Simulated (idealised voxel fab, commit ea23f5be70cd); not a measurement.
process module | voxel released beams
cross-section cut | 165 nm wide | cells 5 nm
A cross-section is a grid of square cells, given in bands from the top down. A band is one or more rows of cells.
Each band's line starts with the height of the band's top and of its bottom, in nm. Then come its materials from left to right, each with its width in nm. One material with "throughout" fills the band from edge to edge. "air" is empty space.
Height 0 is the level under which the wafer as received is all one material. The lowest band goes on downwards, as in "0 down".
A width such as "30 to 40" changes by the same amount from each row of cells to the next, from the band's top row to its bottom row.
"no change" after a step means that no cell of the cross-section changed.
closed voids: empty space of 8 cells or more with no open way to the top, each as width x height at its distance from the left edge, in nm
after a step's settings: what the simulator itself notes on the step
overlay nm, on a step with a mask: how far to the right of its planned place the mask lay; to the left if negative
plan
1 op RECEIVE | material Si
2 op CONFORMAL_DEP | material SiN | thk nm 10
3 op DIRECTIONAL_DEP | material SiO2 | thk nm 20
4 op PATTERN | tone open | mask id ANCHOR | material resist | width nm 30 | thk nm 20 | overlay nm 0
5 op DIRECTIONAL_ETCH | etch materials SiO2 | depth nm 20
6 op STRIP | etch materials resist
7 op CONFORMAL_DEP | material TiN | thk nm 10
8 op MASKED_ETCH | tone cover | mask id BEAM | width nm 115 | etch materials TiN | depth nm 10 | overlay nm 0
9 op STRIP | etch materials SiO2
as received, after step 1
  0 down: Si throughout
  closed voids: none
first wafer at the end, as planned
  40 to 30: air 20 | TiN 15 | air 10 | TiN 90 | air 30
  30 to 20: air 25 | TiN 10 | air 10 | TiN 10 | air 110
  20 to 10: air 25 | TiN 30 | air 110
  10 to 0: SiN throughout
  0 down: Si throughout
  closed voids: none
second wafer at the end: like start, like plan, one mistake
  40 to 30: air 25 | TiN 10 | air 10 | TiN 90 | air 30
  30 to 20: air 25 | TiN 10 | air 10 | TiN 10 | air 110
  20 to 10: air 25 | TiN 30 | air 110
  10 to 0: SiN throughout
  0 down: Si throughout
  closed voids: none
what went wrong: step 8 ran as: op MASKED_ETCH | tone cover | mask id BEAM | width nm 110 | etch materials TiN | depth nm 10 | overlay nm 0
at the end the second wafer has, in cells: 2 fewer of TiN
